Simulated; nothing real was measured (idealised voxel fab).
You're looking at the process module voxel released beams.
Each square cell in cross-section cut measures 5 nm, and the section as a whole is 260 nm wide.
The cross-sections in this document take the form of a grid made of square cells. They are written out as bands, in order from top to bottom. Each band consists of one or more rows of cells. Quick guide to a band line: top height, bottom height (nm) up front; then every material left to right with its width in nm. Only one material and it's marked "all across"? Then it fills the band edge to edge. And "air" just means empty space. The level at which height equals 0 is the one under which the wafer, as it arrives, is entirely one material. No lower edge exists for the bottom band, which continues downward and is notated as in "from 0 down". So if you see something like "30 to 40" for the width, read it as the top row of the band sitting at the first number and the bottom row at the second, with every row in between moving by the same amount as the last. The cross-section has no changed cell in any step marked "same as before". You'll see "Fully enclosed voids" listing empty spaces that have no way open to the top, as long as they're 8 cells or more; the notation is width x height at distance, where the distance is from the left edge, and all of it is in nm. On a step's line, text after the settings is the simulator commenting on that step. You can add "overlay nm" to a step's line. For a step with a mask, it describes how far the mask lay to the right of its planned position, and a negative number describes a lay to the left.
### So here's the lineup of process steps we planned
1,RECEIVE, material Si
2,CONFORMAL_DEP, material SiN, thk nm 10
3,DIRECTIONAL_DEP, material SiO2, thk nm 20
4,PATTERN, tone open, mask id ANCHOR, material resist, width nm 45, thk nm 15, overlay nm 0
5,DIRECTIONAL_ETCH, etch materials SiO2, depth nm 20
6,STRIP, etch materials resist
7,CONFORMAL_DEP, material polySi, thk nm 15
8,DIRECTIONAL_DEP, material aC, thk nm 10
9,PATTERN, tone cover, mask id BEAM, material resist, width nm 95, thk nm 25, overlay nm 0
10,DIRECTIONAL_ETCH, etch materials aC, depth nm 10
11,STRIP, etch materials resist
12,DIRECTIONAL_ETCH, etch materials polySi, depth nm 15
13,STRIP, etch materials aC
14,STRIP, etch materials SiO2
### Incoming wafer in cross-section (state: after step 1)
from 0 down  Si all across
Fully enclosed voids: none
### First of two wafers at the end of the module, shown in cross-section; run carried out as planned
from 45 to 30  air: 80 / polySi: 20 / air: 15 / polySi: 60 / air: 85
from 30 to 25  air: 85 / polySi: 15 / air: 15 / polySi: 15 / air: 130
from 25 to 10  air: 85 / polySi: 45 / air: 130
from 10 to 0  SiN all across
from 0 down  Si all across
Fully enclosed voids: none
### Module end: cross-section of wafer two of two. Same start and process plan as the first wafer. One mistake during execution
from 35 to 20  air: 80 / polySi: 20 / air: 15 / polySi: 60 / air: 85
from 20 to 15  air: 85 / polySi: 15 / air: 15 / polySi: 15 / air: 130
from 15 to 0  air: 85 / polySi: 45 / air: 130
from 0 down  Si all across
Fully enclosed voids: none
what went wrong: the run left out plan step 2 entirely, so it was never executed
FYI, end of process, the second wafer has more or fewer cells of some materials than the first: 104 fewer of SiN
